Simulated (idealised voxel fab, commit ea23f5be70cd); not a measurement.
process module | voxel ribs on slabs
cross-section cut | 265 nm wide | cells 5 nm
A cross-section is a grid of square cells, given in bands from the top down. A band is one or more rows of cells.
Each band's line starts with the height of the band's top and of its bottom, in nm. Then come its materials from left to right, each with its width in nm. One material with "throughout" fills the band from edge to edge. "air" is empty space.
Height 0 is the level under which the wafer as received is all one material. The lowest band goes on downwards, as in "0 down".
A width such as "30 to 40" changes by the same amount from each row of cells to the next, from the band's top row to its bottom row.
"no change" after a step means that no cell of the cross-section changed.
closed voids: empty space of 8 cells or more with no open way to the top, each as width x height at its distance from the left edge, in nm
after a step's settings: what the simulator itself notes on the step
overlay nm, on a step with a mask: how far to the right of its planned place the mask lay; to the left if negative
plan
1 op RECEIVE | material Si
2 op DIRECTIONAL_DEP | material SiO2 | thk nm 10
3 op DIRECTIONAL_DEP | material SiN | thk nm 25
4 op PATTERN | tone cover | mask id RIB | material resist | width nm 15 | thk nm 15 | overlay nm 0
5 op DIRECTIONAL_ETCH | etch materials SiN | depth nm 15
6 op STRIP | etch materials resist
7 op MASKED_ETCH | tone cover | mask id SLAB | width nm 65 | etch materials SiN | depth nm 10 | overlay nm 0
8 op FILL_DEP | material SiO2 | thk nm 30
9 op CMP | height nm 65
10 op DIRECTIONAL_DEP | material W | thk nm 5
11 op DIRECTIONAL_DEP | material aC | thk nm 10
12 op PATTERN | tone cover | mask id HEATER | material resist | width nm 25 | thk nm 25 | overlay nm 0
13 op DIRECTIONAL_ETCH | etch materials aC | depth nm 10
14 op STRIP | etch materials resist
15 op DIRECTIONAL_ETCH | etch materials W | depth nm 5
16 op STRIP | etch materials aC
17 op CONFORMAL_DEP | material SiN | thk nm 10
varied across the wafers: thk nm of step 2. The plan shows the first wafer's value. All wafers start alike
first wafer as received, after step 1
  0 down: Si throughout
  closed voids: none
first wafer at the end, after step 17
  80 to 75: air 110 | SiN 45 | air 110
  75 to 70: SiN throughout
  70 to 65: SiN 120 | W 25 | SiN 120
  65 to 35: SiO2 throughout
  35 to 20: SiO2 125 | SiN 15 | SiO2 125
  20 to 10: SiO2 100 | SiN 65 | SiO2 100
  10 to 0: SiO2 throughout
  0 down: Si throughout
  closed voids: none
last wafer at the end
  80 to 75: air 110 | SiN 45 | air 110
  75 to 70: SiN throughout
  70 to 65: SiN 120 | W 25 | SiN 120
  65 to 60: SiO2 throughout
  60 to 45: SiO2 125 | SiN 15 | SiO2 125
  45 to 35: SiO2 100 | SiN 65 | SiO2 100
  35 to 0: SiO2 throughout
  0 down: Si throughout
  closed voids: none
each wafer at the end: cells of each material gained (+) or lost (-) since it was received, then its closed voids
thk nm 10 | +145 SiN | +654 SiO2 | +5 W | closed voids: none
thk nm 15 | +145 SiN | +654 SiO2 | +5 W | closed voids: none
thk nm 20 | +145 SiN | +654 SiO2 | +5 W | closed voids: none
thk nm 25 | +145 SiN | +654 SiO2 | +5 W | closed voids: none
thk nm 30 | +145 SiN | +654 SiO2 | +5 W | closed voids: none
thk nm 35 | +145 SiN | +654 SiO2 | +5 W | closed voids: none
